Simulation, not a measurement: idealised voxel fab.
process module | voxel ribs on slabs
cross-section cut | 175 nm wide | cells 5 nm
A cross-section is a grid of square cells, given in bands from the top down. A band is one or more rows of cells.
Each band's line starts with the height of the band's top and of its bottom, in nm. Then come its materials from left to right, each with its width in nm. One material with "throughout" fills the band from edge to edge. "air" is empty space.
Height 0 is the level under which the wafer as received is all one material. The lowest band goes on downwards, as in "0 down".
A width such as "30 to 40" changes by the same amount from each row of cells to the next, from the band's top row to its bottom row.
"no change" after a step means that no cell of the cross-section changed.
closed voids: empty space of 8 cells or more with no open way to the top, each as width x height at its distance from the left edge, in nm
after a step's settings: what the simulator itself notes on the step
overlay nm, on a step with a mask: how far to the right of its planned place the mask lay; to the left if negative
plan
1 op RECEIVE | material Si
2 op DIRECTIONAL_DEP | material SiO2 | thk nm 30
3 op DIRECTIONAL_DEP | material polySi | thk nm 25
4 op MASKED_ETCH | tone cover | mask id RIB | width nm 25 | etch materials polySi | depth nm 15 | overlay nm 0
5 op MASKED_ETCH | tone cover | mask id SLAB | width nm 65 | etch materials polySi | depth nm 10 | overlay nm 0
6 op FILL_DEP | material SiO2 | thk nm 25
7 op CMP | height nm 70
8 op DIRECTIONAL_DEP | material W | thk nm 5
9 op MASKED_ETCH | tone cover | mask id HEATER | width nm 35 | etch materials W | depth nm 5 | overlay nm 0
10 op CONFORMAL_DEP | material SiN | thk nm 5
first wafer, as planned
as received, after step 1
  0 down: Si throughout
  closed voids: none
after step 2
  30 to 0: SiO2 throughout
  below 0: unchanged
after step 3
  55 to 30: polySi throughout
  below 30: unchanged
after step 4
  55 to 40: air 75 | polySi 25 | air 75
  below 40: unchanged
after step 5
  55 to 40: air 75 | polySi 25 | air 75
  40 to 30: air 55 | polySi 65 | air 55
  below 30: unchanged
after step 6
  80 to 55: SiO2 throughout
  55 to 40: SiO2 75 | polySi 25 | SiO2 75
  40 to 30: SiO2 55 | polySi 65 | SiO2 55
  below 30: unchanged
after step 7
  70 to 55: SiO2 throughout
  below 55: unchanged
after step 8
  75 to 70: W throughout
  below 70: unchanged
after step 9
  75 to 70: air 70 | W 35 | air 70
  below 70: unchanged
after step 10
  80 to 75: air 65 | SiN 45 | air 65
  75 to 70: SiN 70 | W 35 | SiN 70
  below 70: unchanged
second wafer: like start, like plan, one mistake. Through step 3 it matches the first wafer
when step 4 should have ended
  55 to 40: air 70 | polySi 35 | air 70
  below 40: unchanged
when step 5 should have ended
  55 to 40: air 70 | polySi 35 | air 70
  40 to 30: air 55 | polySi 65 | air 55
  below 30: unchanged
when step 6 should have ended
  80 to 55: SiO2 throughout
  55 to 40: SiO2 70 | polySi 35 | SiO2 70
  40 to 30: SiO2 55 | polySi 65 | SiO2 55
  below 30: unchanged
when step 7 should have ended
  70 to 55: SiO2 throughout
  below 55: unchanged
when step 8 should have ended
  75 to 70: W throughout
  below 70: unchanged
when step 9 should have ended
  75 to 70: air 70 | W 35 | air 70
  below 70: unchanged
when step 10 should have ended
  80 to 75: air 65 | SiN 45 | air 65
  75 to 70: SiN 70 | W 35 | SiN 70
  below 70: unchanged
what went wrong: step 4 ran as: op MASKED_ETCH | tone cover | mask id RIB | width nm 35 | etch materials polySi | depth nm 15 | overlay nm 0
at the end the second wafer has, in cells: 6 fewer of SiO2 | 6 more of polySi
